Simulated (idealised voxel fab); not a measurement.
Documented hereafter: the process module known as voxel tone inversion.
Section shown: cut. Width: 295 nm. Cell size: 5 nm, square.
Notation: cross-section as square-cell grid; stated in bands, top first, going down; one or more cell rows per band. Basically the band line says how high the top is and how high the bottom is, in nm, and then what's in it from left to right, every material with its width in nm. Empty space shows up as "blank", and if a single material carries "edge to edge" it runs the full band edge to edge. All heights in this document are referenced to 0, defined as the level beneath which the wafer, as received, consists entirely of one material. The lowest band is not bounded below; it extends indefinitely downward and is written in the form "z 0 and below". When a width is written as two numbers, as in "30..40", the first number is the width in the top row of cells of the band and the second is the width in its bottom row, and the width changes by the same amount from each row to the next. Step note "nothing got changed" = no cross-section cell changed. The label "Fully sealed voids" introduces a list of the empty spaces, 8 cells or larger, that have no open way up to the top; each entry in it reads width x height at distance, where the distance is taken from the left edge and all three are stated in nm. The remark found on a step's line after its settings is issued by the simulator itself and pertains to that step. On any step carrying a mask, the "overlay nm" setting, if present on the step's line, tells how far right of its planned place the mask lay; negative values point to the left.

## The steps planned for the process are as follows
step 1: RECEIVE: material Si
step 2: CONFORMAL_DEP: material SiN, thk nm 5
step 3: DIRECTIONAL_DEP: material aC, thk nm 20
step 4: PATTERN: tone cover, mask id POSTS, material resist, width nm 15, pitch nm 30, thk nm 25, overlay nm 0
step 5: DIRECTIONAL_ETCH: etch materials aC, depth nm 20
step 6: STRIP: etch materials resist
step 7: FILL_DEP: material SiO2, thk nm 5
step 8: CMP: height nm 25
step 9: STRIP: etch materials aC
The plan shows the thk nm of step 2 as the first wafer had it; this setting differs between the wafers, which start out alike.

## This is how the first of several wafers looked in cross-section when it arrived, which is after step 1
z 0 and below  Si edge to edge
Fully sealed voids: none

## First of several wafers, sectioned at end of module (last step: step 9)
z 25 to 5  SiO2 110 nm | blank 15 nm | SiO2 15 nm | blank 15 nm | SiO2 15 nm | blank 15 nm | SiO2 110 nm
z 5 to 0  SiN edge to edge
z 0 and below  Si edge to edge
Fully sealed voids: none

## A cross-section through the last wafer at the close of the module
z 25 to 20  SiO2 110 nm | blank 15 nm | SiO2 15 nm | blank 15 nm | SiO2 15 nm | blank 15 nm | SiO2 110 nm
z 20 to 0  SiN edge to edge
z 0 and below  Si edge to edge
Fully sealed voids: none

## The following table contains a row per wafer, in which are reported, at the conclusion of the module, the cells of each material gained (+) or lost (-) since the wafer's receipt, with its closed voids given thereafter
thk nm 5 | +59 SiN | +200 SiO2 | Fully sealed voids: none
thk nm 10 | +118 SiN | +150 SiO2 | Fully sealed voids: none
thk nm 15 | +177 SiN | +100 SiO2 | Fully sealed voids: none
thk nm 20 | +236 SiN | +50 SiO2 | Fully sealed voids: none
